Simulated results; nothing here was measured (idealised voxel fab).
process module | voxel double patterning
cross-section cut | 170 nm wide | cells 5 nm
A cross-section is a grid of square cells, given in bands from the top down. A band is one or more rows of cells.
Each band's line starts with the height of the band's top and of its bottom, in nm. Then come its materials from left to right, each with its width in nm. One material with "throughout" fills the band from edge to edge. "air" is empty space.
Height 0 is the level under which the wafer as received is all one material. The lowest band goes on downwards, as in "0 down".
A width such as "30 to 40" changes by the same amount from each row of cells to the next, from the band's top row to its bottom row.
"no change" after a step means that no cell of the cross-section changed.
closed voids: empty space of 8 cells or more with no open way to the top, each as width x height at its distance from the left edge, in nm
after a step's settings: what the simulator itself notes on the step
overlay nm, on a step with a mask: how far to the right of its planned place the mask lay; to the left if negative
plan
1 op RECEIVE | material Si
2 op CONFORMAL_DEP | material SiN | thk nm 10
3 op DIRECTIONAL_DEP | material SiO2 | thk nm 15
4 op DIRECTIONAL_DEP | material SiCN | thk nm 5
5 op PATTERN | tone open | mask id FIRST | material resist | width nm 15 | pitch nm 50 | thk nm 15 | overlay nm 0
6 op DIRECTIONAL_ETCH | etch materials SiCN | depth nm 5
7 op STRIP | etch materials resist
8 op DIRECTIONAL_DEP | material aC | thk nm 10
9 op PATTERN | tone open | mask id SECOND | material resist | width nm 15 | thk nm 30 | overlay nm 0
10 op DIRECTIONAL_ETCH | etch materials aC | depth nm 10
11 op STRIP | etch materials resist
12 op DIRECTIONAL_ETCH | etch materials SiCN | depth nm 5
13 op STRIP | etch materials aC
14 op DIRECTIONAL_ETCH | etch materials SiO2 | depth nm 15
15 op STRIP | etch materials SiCN
as received, after step 1
  0 down: Si throughout
  closed voids: none
a wafer at the end: this start, this plan, one mistake
  25 to 10: SiO2 50 | air 15 | SiO2 10 | air 20 | SiO2 5 | air 15 | SiO2 55
  10 to 0: SiN throughout
  0 down: Si throughout
  closed voids: none
what went wrong: step 9 ran as: op PATTERN | tone open | mask id SECOND | material resist | width nm 20 | thk nm 30 | overlay nm 0
